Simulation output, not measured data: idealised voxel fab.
Presented below is a process module, voxel released beams.
Section shown: cut. Width: 255 nm. Cell size: 5 nm, square.
We lay out every cross-section as a grid of square cells and spell it out in bands from the top down, where one band means one or more rows of cells.
Heights first: top, then bottom, in nm. Then materials, left to right, each with a width in nm. "edge to edge" on a single material: fills the band edge to edge. "blank": empty space.
Basically, 0 is our baseline, since under it the wafer straight out of the box is all one material. The bottom band has no lower end and keeps on going down, so it looks like "from 0 down".
Top row gets the first number, bottom row gets the second, and each row in between changes by the same step: that is how a band width like "30..40" works.
"nothing altered" means the step left every cell of the cross-section as it was.
"Voids, enclosed": empty spaces of 8 cells or more with no open way to the top, each given as width x height at distance, distance from the left edge, all in nm.
If you see something after the settings on a step's line, that's the simulator's own remark about that step.
A step's line can hold "overlay nm"; with a mask on that step, the setting says how far right of the planned place the mask lay, while a negative setting says it lay to the left.

[Process steps - plan]
1: RECEIVE (material Si)
2: CONFORMAL_DEP (material SiN; thk nm 10)
3: DIRECTIONAL_DEP (material SiO2; thk nm 15)
4: DIRECTIONAL_DEP (material aC; thk nm 15)
5: PATTERN (tone open; mask id ANCHOR; material resist; width nm 45; thk nm 30; overlay nm 0)
6: DIRECTIONAL_ETCH (etch materials aC; depth nm 15)
7: STRIP (etch materials resist)
8: DIRECTIONAL_ETCH (etch materials SiO2; depth nm 15)
9: STRIP (etch materials aC)
10: CONFORMAL_DEP (material TiN; thk nm 15)
11: MASKED_ETCH (tone cover; mask id BEAM; width nm 95; etch materials TiN; depth nm 15; overlay nm -15)
12: STRIP (etch materials SiO2)
The wafers in this document start out alike and differ in the overlay nm applied at step 11; the plan shows the value used for the first wafer.

[As received, i.e. after step 1: cross-section through the first of several wafers]
	from 0 down: Si edge to edge
	Voids, enclosed: none

[Cross-sectional representation of the first of several wafers at the end of the module, i.e. after its terminal step, step 12]
	from 40 to 25: 60 nm blank / 35 nm TiN / 15 nm blank / 45 nm TiN / 100 nm blank
	from 25 to 10: 80 nm blank / 45 nm TiN / 130 nm blank
	from 10 to 0: SiN edge to edge
	from 0 down: Si edge to edge
	Voids, enclosed: none

[Cross-sectional view of the final wafer of several at the module's end]
	from 40 to 25: 90 nm blank / 5 nm TiN / 15 nm blank / 75 nm TiN / 70 nm blank
	from 25 to 10: 80 nm blank / 45 nm TiN / 130 nm blank
	from 10 to 0: SiN edge to edge
	from 0 down: Si edge to edge
	Voids, enclosed: none

[Basically each wafer gets a line in the table, showing it at the end of the module: material by material, the cells it gained (+) or lost (-) since we got it, then its closed voids]
overlay nm -15; +102 SiN; +75 TiN; Voids, enclosed: none
overlay nm -10; +102 SiN; +75 TiN; Voids, enclosed: none
overlay nm -5; +102 SiN; +75 TiN; Voids, enclosed: none
overlay nm 0; +102 SiN; +75 TiN; Voids, enclosed: none
overlay nm 5; +102 SiN; +75 TiN; Voids, enclosed: none
overlay nm 10; +102 SiN; +75 TiN; Voids, enclosed: none
overlay nm 15; +102 SiN; +75 TiN; Voids, enclosed: none
